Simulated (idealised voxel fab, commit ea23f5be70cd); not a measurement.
process module | voxel wiring stack
cross-section cut | 300 nm wide | cells 5 nm
A cross-section is a grid of square cells, given in bands from the top down. A band is one or more rows of cells.
Each band's line starts with the height of the band's top and of its bottom, in nm. Then come its materials from left to right, each with its width in nm. One material with "throughout" fills the band from edge to edge. "air" is empty space.
Height 0 is the level under which the wafer as received is all one material. The lowest band goes on downwards, as in "0 down".
A width such as "30 to 40" changes by the same amount from each row of cells to the next, from the band's top row to its bottom row.
"no change" after a step means that no cell of the cross-section changed.
closed voids: empty space of 8 cells or more with no open way to the top, each as width x height at its distance from the left edge, in nm
after a step's settings: what the simulator itself notes on the step
overlay nm, on a step with a mask: how far to the right of its planned place the mask lay; to the left if negative
plan
1 op RECEIVE | material Si
2 op CONFORMAL_DEP | material SiO2 | thk nm 10
3 op DIRECTIONAL_DEP | material TiN | thk nm 5
4 op DIRECTIONAL_DEP | material Ru | thk nm 15
5 op PATTERN | tone cover | mask id METAL_1 | material resist | width nm 20 | pitch nm 40 | thk nm 15 | overlay nm 0
6 op DIRECTIONAL_ETCH | etch materials Ru | depth nm 15
7 op DIRECTIONAL_ETCH | etch materials TiN | depth nm 5
8 op STRIP | etch materials resist
9 op CONFORMAL_DEP | material SiCN | thk nm 5
10 op FILL_DEP | material SiO2 | thk nm 5
11 op CMP | height nm 30
12 op CONFORMAL_DEP | material SiCN | thk nm 5
13 op DIRECTIONAL_DEP | material SiO2 | thk nm 15
14 op DIRECTIONAL_DEP | material aC | thk nm 15
15 op PATTERN | tone open | mask id PLUG_1 | material resist | width nm 15 | pitch nm 40 | thk nm 30 | overlay nm 0
16 op DIRECTIONAL_ETCH | etch materials aC | depth nm 15
17 op STRIP | etch materials resist
18 op DIRECTIONAL_ETCH | etch materials SiO2 | depth nm 15
19 op DIRECTIONAL_ETCH | etch materials SiCN | depth nm 5
20 op STRIP | etch materials aC
21 op CONFORMAL_DEP | material TiN | thk nm 5
22 op FILL_DEP | material Cu | thk nm 5
23 op CMP | height nm 50
24 op CONFORMAL_DEP | material SiN | thk nm 5
25 op DIRECTIONAL_DEP | material lowk | thk nm 20
26 op DIRECTIONAL_DEP | material aC | thk nm 15
27 op PATTERN | tone open | mask id METAL_2 | material resist | width nm 20 | pitch nm 40 | thk nm 30 | overlay nm 0
28 op DIRECTIONAL_ETCH | etch materials aC | depth nm 15
29 op STRIP | etch materials resist
30 op DIRECTIONAL_ETCH | etch materials lowk | depth nm 20
31 op DIRECTIONAL_ETCH | etch materials SiN | depth nm 5
32 op STRIP | etch materials aC
33 op CONFORMAL_DEP | material TiN | thk nm 5
34 op FILL_DEP | material Cu | thk nm 5
35 op CMP | height nm 75
36 op CONFORMAL_DEP | material SiCN | thk nm 5
37 op DIRECTIONAL_DEP | material lowk | thk nm 30
38 op PATTERN | tone open | mask id METAL_3_HOLES | material resist | width nm 15 | thk nm 20 | overlay nm 0
39 op DIRECTIONAL_ETCH | etch materials lowk | depth nm 30
40 op STRIP | etch materials resist
41 op MASKED_ETCH | tone open | mask id METAL_3 | width nm 20 | pitch nm 40 | etch materials lowk | depth nm 15 | overlay nm 0
42 op MASKED_ETCH | tone open | mask id METAL_3 | width nm 20 | pitch nm 40 | etch materials SiCN | depth nm 5 | overlay nm 0
43 op CONFORMAL_DEP | material TiN | thk nm 5
44 op FILL_DEP | material Ru | thk nm 5
45 op CMP | height nm 110
46 op CONFORMAL_DEP | material SiN | thk nm 5
first wafer, as planned
as received, after step 1
  0 down: Si throughout
  closed voids: none
after step 2
  10 to 0: SiO2 throughout
  below 0: unchanged
after step 3
  15 to 10: TiN throughout
  below 10: unchanged
after step 4
  30 to 15: Ru throughout
  below 15: unchanged
after step 5
  45 to 30: air 120 | resist 20 | air 20 | resist 20 | air 120
  below 30: unchanged
after step 6
  45 to 30: air 120 | resist 20 | air 20 | resist 20 | air 120
  30 to 15: air 120 | Ru 20 | air 20 | Ru 20 | air 120
  below 15: unchanged
after step 7
  45 to 30: air 120 | resist 20 | air 20 | resist 20 | air 120
  30 to 15: air 120 | Ru 20 | air 20 | Ru 20 | air 120
  15 to 10: air 120 | TiN 20 | air 20 | TiN 20 | air 120
  below 10: unchanged
after step 8
  30 to 15: air 120 | Ru 20 | air 20 | Ru 20 | air 120
  below 15: unchanged
after step 9
  35 to 30: air 115 | SiCN 30 | air 10 | SiCN 30 | air 115
  30 to 15: air 115 | SiCN 5 | Ru 20 | SiCN 5 | air 10 | SiCN 5 | Ru 20 | SiCN 5 | air 115
  15 to 10: SiCN 120 | TiN 20 | SiCN 20 | TiN 20 | SiCN 120
  below 10: unchanged
after step 10
  40 to 35: SiO2 throughout
  35 to 30: SiO2 115 | SiCN 30 | SiO2 10 | SiCN 30 | SiO2 115
  30 to 15: SiO2 115 | SiCN 5 | Ru 20 | SiCN 5 | SiO2 10 | SiCN 5 | Ru 20 | SiCN 5 | SiO2 115
  below 15: unchanged
after step 11
  30 to 15: SiO2 115 | SiCN 5 | Ru 20 | SiCN 5 | SiO2 10 | SiCN 5 | Ru 20 | SiCN 5 | SiO2 115
  below 15: unchanged
after step 12
  35 to 30: SiCN throughout
  below 30: unchanged
after step 13
  50 to 35: SiO2 throughout
  below 35: unchanged
after step 14
  65 to 50: aC throughout
  below 50: unchanged
after step 15
  95 to 65: resist 120 | air 15 | resist 25 | air 15 | resist 125
  below 65: unchanged
after step 16
  80 to 65: resist 120 | air 15 | resist 25 | air 15 | resist 125
  65 to 50: aC 120 | air 15 | aC 25 | air 15 | aC 125
  below 50: unchanged
after step 17
  65 to 50: aC 120 | air 15 | aC 25 | air 15 | aC 125
  below 50: unchanged
after step 18
  65 to 50: aC 120 | air 15 | aC 25 | air 15 | aC 125
  50 to 35: SiO2 120 | air 15 | SiO2 25 | air 15 | SiO2 125
  below 35: unchanged
after step 19
  65 to 50: aC 120 | air 15 | aC 25 | air 15 | aC 125
  50 to 35: SiO2 120 | air 15 | SiO2 25 | air 15 | SiO2 125
  35 to 30: SiCN 120 | air 15 | SiCN 25 | air 15 | SiCN 125
  below 30: unchanged
after step 20
  50 to 35: SiO2 120 | air 15 | SiO2 25 | air 15 | SiO2 125
  below 35: unchanged
after step 21
  55 to 50: TiN 125 | air 5 | TiN 35 | air 5 | TiN 130
  50 to 35: SiO2 120 | TiN 5 | air 5 | TiN 5 | SiO2 25 | TiN 5 | air 5 | TiN 5 | SiO2 125
  35 to 30: SiCN 120 | TiN 15 | SiCN 25 | TiN 15 | SiCN 125
  below 30: unchanged
after step 22
  60 to 55: Cu throughout
  55 to 50: TiN 125 | Cu 5 | TiN 35 | Cu 5 | TiN 130
  50 to 35: SiO2 120 | TiN 5 | Cu 5 | TiN 5 | SiO2 25 | TiN 5 | Cu 5 | TiN 5 | SiO2 125
  below 35: unchanged
after step 23
  50 to 35: SiO2 120 | TiN 5 | Cu 5 | TiN 5 | SiO2 25 | TiN 5 | Cu 5 | TiN 5 | SiO2 125
  below 35: unchanged
after step 24
  55 to 50: SiN throughout
  below 50: unchanged
after step 25
  75 to 55: lowk throughout
  below 55: unchanged
after step 26
  90 to 75: aC throughout
  below 75: unchanged
after step 27
  120 to 90: resist 120 | air 20 | resist 20 | air 20 | resist 120
  below 90: unchanged
after step 28
  105 to 90: resist 120 | air 20 | resist 20 | air 20 | resist 120
  90 to 75: aC 120 | air 20 | aC 20 | air 20 | aC 120
  below 75: unchanged
after step 29
  90 to 75: aC 120 | air 20 | aC 20 | air 20 | aC 120
  below 75: unchanged
after step 30
  90 to 75: aC 120 | air 20 | aC 20 | air 20 | aC 120
  75 to 55: lowk 120 | air 20 | lowk 20 | air 20 | lowk 120
  below 55: unchanged
after step 31
  90 to 75: aC 120 | air 20 | aC 20 | air 20 | aC 120
  75 to 55: lowk 120 | air 20 | lowk 20 | air 20 | lowk 120
  55 to 50: SiN 120 | air 20 | SiN 20 | air 20 | SiN 120
  below 50: unchanged
after step 32
  75 to 55: lowk 120 | air 20 | lowk 20 | air 20 | lowk 120
  below 55: unchanged
after step 33
  80 to 75: TiN 125 | air 10 | TiN 30 | air 10 | TiN 125
  75 to 55: lowk 120 | TiN 5 | air 10 | TiN 5 | lowk 20 | TiN 5 | air 10 | TiN 5 | lowk 120
  55 to 50: SiN 120 | TiN 20 | SiN 20 | TiN 20 | SiN 120
  below 50: unchanged
after step 34
  85 to 80: Cu throughout
  80 to 75: TiN 125 | Cu 10 | TiN 30 | Cu 10 | TiN 125
  75 to 55: lowk 120 | TiN 5 | Cu 10 | TiN 5 | lowk 20 | TiN 5 | Cu 10 | TiN 5 | lowk 120
  below 55: unchanged
after step 35
  75 to 55: lowk 120 | TiN 5 | Cu 10 | TiN 5 | lowk 20 | TiN 5 | Cu 10 | TiN 5 | lowk 120
  below 55: unchanged
after step 36
  80 to 75: SiCN throughout
  below 75: unchanged
after step 37
  110 to 80: lowk throughout
  below 80: unchanged
after step 38
  130 to 110: resist 120 | air 15 | resist 165
  below 110: unchanged
after step 39
  130 to 110: resist 120 | air 15 | resist 165
  110 to 80: lowk 120 | air 15 | lowk 165
  below 80: unchanged
after step 40
  110 to 80: lowk 120 | air 15 | lowk 165
  below 80: unchanged
after step 41
  110 to 95: lowk 120 | air 20 | lowk 20 | air 20 | lowk 120
  below 95: unchanged
after step 42
  110 to 95: lowk 120 | air 20 | lowk 20 | air 20 | lowk 120
  95 to 80: lowk 120 | air 15 | lowk 165
  80 to 75: SiCN 120 | air 15 | SiCN 165
  below 75: unchanged
after step 43
  115 to 110: TiN 125 | air 10 | TiN 30 | air 10 | TiN 125
  110 to 100: lowk 120 | TiN 5 | air 10 | TiN 5 | lowk 20 | TiN 5 | air 10 | TiN 5 | lowk 120
  100 to 95: lowk 120 | TiN 5 | air 5 | TiN 10 | lowk 20 | TiN 20 | lowk 120
  95 to 80: lowk 120 | TiN 5 | air 5 | TiN 5 | lowk 165
  80 to 75: SiCN 120 | TiN 15 | SiCN 165
  below 75: unchanged
after step 44
  120 to 115: Ru throughout
  115 to 110: TiN 125 | Ru 10 | TiN 30 | Ru 10 | TiN 125
  110 to 100: lowk 120 | TiN 5 | Ru 10 | TiN 5 | lowk 20 | TiN 5 | Ru 10 | TiN 5 | lowk 120
  100 to 95: lowk 120 | TiN 5 | Ru 5 | TiN 10 | lowk 20 | TiN 20 | lowk 120
  95 to 80: lowk 120 | TiN 5 | Ru 5 | TiN 5 | lowk 165
  below 80: unchanged
after step 45
  110 to 100: lowk 120 | TiN 5 | Ru 10 | TiN 5 | lowk 20 | TiN 5 | Ru 10 | TiN 5 | lowk 120
  below 100: unchanged
after step 46
  115 to 110: SiN throughout
  below 110: unchanged
second wafer: like start, like plan, one mistake. Through step 3 it matches the first wafer
when step 4 should have ended
  20 to 15: Ru throughout
  below 15: unchanged
when step 5 should have ended
  35 to 20: air 120 | resist 20 | air 20 | resist 20 | air 120
  below 20: unchanged
when step 6 should have ended
  35 to 20: air 120 | resist 20 | air 20 | resist 20 | air 120
  20 to 15: air 120 | Ru 20 | air 20 | Ru 20 | air 120
  below 15: unchanged
when step 7 should have ended
  35 to 20: air 120 | resist 20 | air 20 | resist 20 | air 120
  20 to 15: air 120 | Ru 20 | air 20 | Ru 20 | air 120
  15 to 10: air 120 | TiN 20 | air 20 | TiN 20 | air 120
  below 10: unchanged
when step 8 should have ended
  20 to 15: air 120 | Ru 20 | air 20 | Ru 20 | air 120
  below 15: unchanged
when step 9 should have ended
  25 to 20: air 115 | SiCN 30 | air 10 | SiCN 30 | air 115
  20 to 15: air 115 | SiCN 5 | Ru 20 | SiCN 5 | air 10 | SiCN 5 | Ru 20 | SiCN 5 | air 115
  15 to 10: SiCN 120 | TiN 20 | SiCN 20 | TiN 20 | SiCN 120
  below 10: unchanged
when step 10 should have ended
  30 to 25: SiO2 throughout
  25 to 20: SiO2 115 | SiCN 30 | SiO2 10 | SiCN 30 | SiO2 115
  20 to 15: SiO2 115 | SiCN 5 | Ru 20 | SiCN 5 | SiO2 10 | SiCN 5 | Ru 20 | SiCN 5 | SiO2 115
  below 15: unchanged
when step 11 should have ended: no change
when step 12 should have ended
  35 to 30: SiCN throughout
  below 30: unchanged
when step 13 should have ended
  50 to 35: SiO2 throughout
  below 35: unchanged
when step 14 should have ended
  65 to 50: aC throughout
  below 50: unchanged
when step 15 should have ended
  95 to 65: resist 120 | air 15 | resist 25 | air 15 | resist 125
  below 65: unchanged
when step 16 should have ended
  80 to 65: resist 120 | air 15 | resist 25 | air 15 | resist 125
  65 to 50: aC 120 | air 15 | aC 25 | air 15 | aC 125
  below 50: unchanged
when step 17 should have ended
  65 to 50: aC 120 | air 15 | aC 25 | air 15 | aC 125
  below 50: unchanged
when step 18 should have ended
  65 to 50: aC 120 | air 15 | aC 25 | air 15 | aC 125
  50 to 35: SiO2 120 | air 15 | SiO2 25 | air 15 | SiO2 125
  below 35: unchanged
when step 19 should have ended
  65 to 50: aC 120 | air 15 | aC 25 | air 15 | aC 125
  50 to 35: SiO2 120 | air 15 | SiO2 25 | air 15 | SiO2 125
  35 to 30: SiCN 120 | air 15 | SiCN 25 | air 15 | SiCN 125
  below 30: unchanged
when step 20 should have ended
  50 to 35: SiO2 120 | air 15 | SiO2 25 | air 15 | SiO2 125
  below 35: unchanged
when step 21 should have ended
  55 to 50: TiN 125 | air 5 | TiN 35 | air 5 | TiN 130
  50 to 35: SiO2 120 | TiN 5 | air 5 | TiN 5 | SiO2 25 | TiN 5 | air 5 | TiN 5 | SiO2 125
  35 to 30: SiCN 120 | TiN 15 | SiCN 25 | TiN 15 | SiCN 125
  below 30: unchanged
when step 22 should have ended
  60 to 55: Cu throughout
  55 to 50: TiN 125 | Cu 5 | TiN 35 | Cu 5 | TiN 130
  50 to 35: SiO2 120 | TiN 5 | Cu 5 | TiN 5 | SiO2 25 | TiN 5 | Cu 5 | TiN 5 | SiO2 125
  below 35: unchanged
when step 23 should have ended
  50 to 35: SiO2 120 | TiN 5 | Cu 5 | TiN 5 | SiO2 25 | TiN 5 | Cu 5 | TiN 5 | SiO2 125
  below 35: unchanged
when step 24 should have ended
  55 to 50: SiN throughout
  below 50: unchanged
when step 25 should have ended
  75 to 55: lowk throughout
  below 55: unchanged
when step 26 should have ended
  90 to 75: aC throughout
  below 75: unchanged
when step 27 should have ended
  120 to 90: resist 120 | air 20 | resist 20 | air 20 | resist 120
  below 90: unchanged
when step 28 should have ended
  105 to 90: resist 120 | air 20 | resist 20 | air 20 | resist 120
  90 to 75: aC 120 | air 20 | aC 20 | air 20 | aC 120
  below 75: unchanged
when step 29 should have ended
  90 to 75: aC 120 | air 20 | aC 20 | air 20 | aC 120
  below 75: unchanged
when step 30 should have ended
  90 to 75: aC 120 | air 20 | aC 20 | air 20 | aC 120
  75 to 55: lowk 120 | air 20 | lowk 20 | air 20 | lowk 120
  below 55: unchanged
when step 31 should have ended
  90 to 75: aC 120 | air 20 | aC 20 | air 20 | aC 120
  75 to 55: lowk 120 | air 20 | lowk 20 | air 20 | lowk 120
  55 to 50: SiN 120 | air 20 | SiN 20 | air 20 | SiN 120
  below 50: unchanged
when step 32 should have ended
  75 to 55: lowk 120 | air 20 | lowk 20 | air 20 | lowk 120
  below 55: unchanged
when step 33 should have ended
  80 to 75: TiN 125 | air 10 | TiN 30 | air 10 | TiN 125
  75 to 55: lowk 120 | TiN 5 | air 10 | TiN 5 | lowk 20 | TiN 5 | air 10 | TiN 5 | lowk 120
  55 to 50: SiN 120 | TiN 20 | SiN 20 | TiN 20 | SiN 120
  below 50: unchanged
when step 34 should have ended
  85 to 80: Cu throughout
  80 to 75: TiN 125 | Cu 10 | TiN 30 | Cu 10 | TiN 125
  75 to 55: lowk 120 | TiN 5 | Cu 10 | TiN 5 | lowk 20 | TiN 5 | Cu 10 | TiN 5 | lowk 120
  below 55: unchanged
when step 35 should have ended
  75 to 55: lowk 120 | TiN 5 | Cu 10 | TiN 5 | lowk 20 | TiN 5 | Cu 10 | TiN 5 | lowk 120
  below 55: unchanged
when step 36 should have ended
  80 to 75: SiCN throughout
  below 75: unchanged
when step 37 should have ended
  110 to 80: lowk throughout
  below 80: unchanged
when step 38 should have ended
  130 to 110: resist 120 | air 15 | resist 165
  below 110: unchanged
when step 39 should have ended
  130 to 110: resist 120 | air 15 | resist 165
  110 to 80: lowk 120 | air 15 | lowk 165
  below 80: unchanged
when step 40 should have ended
  110 to 80: lowk 120 | air 15 | lowk 165
  below 80: unchanged
when step 41 should have ended
  110 to 95: lowk 120 | air 20 | lowk 20 | air 20 | lowk 120
  below 95: unchanged
when step 42 should have ended
  110 to 95: lowk 120 | air 20 | lowk 20 | air 20 | lowk 120
  95 to 80: lowk 120 | air 15 | lowk 165
  80 to 75: SiCN 120 | air 15 | SiCN 165
  below 75: unchanged
when step 43 should have ended
  115 to 110: TiN 125 | air 10 | TiN 30 | air 10 | TiN 125
  110 to 100: lowk 120 | TiN 5 | air 10 | TiN 5 | lowk 20 | TiN 5 | air 10 | TiN 5 | lowk 120
  100 to 95: lowk 120 | TiN 5 | air 5 | TiN 10 | lowk 20 | TiN 20 | lowk 120
  95 to 80: lowk 120 | TiN 5 | air 5 | TiN 5 | lowk 165
  80 to 75: SiCN 120 | TiN 15 | SiCN 165
  below 75: unchanged
when step 44 should have ended
  120 to 115: Ru throughout
  115 to 110: TiN 125 | Ru 10 | TiN 30 | Ru 10 | TiN 125
  110 to 100: lowk 120 | TiN 5 | Ru 10 | TiN 5 | lowk 20 | TiN 5 | Ru 10 | TiN 5 | lowk 120
  100 to 95: lowk 120 | TiN 5 | Ru 5 | TiN 10 | lowk 20 | TiN 20 | lowk 120
  95 to 80: lowk 120 | TiN 5 | Ru 5 | TiN 5 | lowk 165
  below 80: unchanged
when step 45 should have ended
  110 to 100: lowk 120 | TiN 5 | Ru 10 | TiN 5 | lowk 20 | TiN 5 | Ru 10 | TiN 5 | lowk 120
  below 100: unchanged
when step 46 should have ended
  115 to 110: SiN throughout
  below 110: unchanged
what went wrong: step 4 ran as: op DIRECTIONAL_DEP | material Ru | thk nm 5
at the end the second wafer has, in cells: 16 fewer of Ru | 4 more of SiCN | 12 more of SiO2
